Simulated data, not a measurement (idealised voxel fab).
voxel quadruple lines: a process module
Section cut is 170 nm wide and gridded with 5 nm square cells.
Each cross-section below is a grid of square cells, stated as bands in top-down order, with one or more rows of cells making up each band. The band entry comprises the height of the band's top followed by the height of its bottom, expressed in nm, and subsequently the band's materials from left to right, each stated together with its width in nm. Where a single material is marked with the word "throughout", that material fills the band from edge to edge. The word "empty" represents empty space. Heights are measured from 0, the level below which the as-received wafer is all one material; the lowest band has no bottom and continues downward, written as in "0 and below". A width given as "30..40" starts at the first number in the band's top row and ends at the second number in its bottom row, shifting by an equal amount at every step from row to row. "no modification" -> step changed no cross-section cell. Any empty space of 8 cells or more lacking an open way to the top shows up in "Unvented cavities" as width x height at distance, distance from the left edge, in nm. after a step's settings: what the simulator itself notes on the step. What "overlay nm" on a step's line means: if the step has a mask, that mask lay this far to the right of its planned place, or, when the value is negative, to the left.
[Process steps (planned)]
1 RECEIVE, material Si
2 CONFORMAL_DEP, material SiO2, thk nm 10
3 DIRECTIONAL_DEP, material TiN, thk nm 15
4 DIRECTIONAL_DEP, material polySi, thk nm 20
5 DIRECTIONAL_DEP, material aC, thk nm 25
6 PATTERN, tone cover, mask id MANDREL, material resist, width nm 25, thk nm 35, overlay nm 0
7 DIRECTIONAL_ETCH, etch materials aC, depth nm 25
8 STRIP, etch materials resist
9 CONFORMAL_DEP, material SiO2, thk nm 15
10 DIRECTIONAL_ETCH, etch materials SiO2, depth nm 15
11 STRIP, etch materials aC
12 DIRECTIONAL_ETCH, etch materials polySi, depth nm 20
13 STRIP, etch materials SiO2
14 CONFORMAL_DEP, material SiCN, thk nm 10
15 DIRECTIONAL_ETCH, etch materials SiCN, depth nm 10
16 STRIP, etch materials polySi
17 DIRECTIONAL_ETCH, etch materials TiN, depth nm 15
18 STRIP, etch materials SiCN
19 FILL_DEP, material SiO2, thk nm 10
20 CMP, height nm 25
Among the wafers covered here, the point of difference is the width nm at step 6; their starting state is shared, and the plan presents the value of the first wafer.
[Cross-section: the first of several wafers in its as-received state, i.e. following step 1]
	0 and below  Si throughout
	Unvented cavities: none
[The first of several wafers, seen in cross-section after the module's last step, step 20]
	25 down to 10  45 of SiO2, then 10 of TiN, then 15 of SiO2, then 10 of TiN, then 5 of SiO2, then 10 of TiN, then 15 of SiO2, then 10 of TiN, then 50 of SiO2
	10 down to 0  SiO2 throughout
	0 and below  Si throughout
	Unvented cavities: none
[Cross-section at module completion, last wafer]
	25 down to 10  35 of SiO2, then 10 of TiN, then 15 of SiO2, then 10 of TiN, then 30 of SiO2, then 10 of TiN, then 15 of SiO2, then 10 of TiN, then 35 of SiO2
	10 down to 0  SiO2 throughout
	0 and below  Si throughout
	Unvented cavities: none
[Wafer rows, end of module: cells per material gained (+) or lost (-) since receipt; closed voids last]
width nm 25 | +146 SiO2 | +24 TiN | Unvented cavities: none
width nm 30 | +146 SiO2 | +24 TiN | Unvented cavities: none
width nm 35 | +146 SiO2 | +24 TiN | Unvented cavities: none
width nm 40 | +146 SiO2 | +24 TiN | Unvented cavities: none
width nm 45 | +146 SiO2 | +24 TiN | Unvented cavities: none
width nm 50 | +146 SiO2 | +24 TiN | Unvented cavities: none
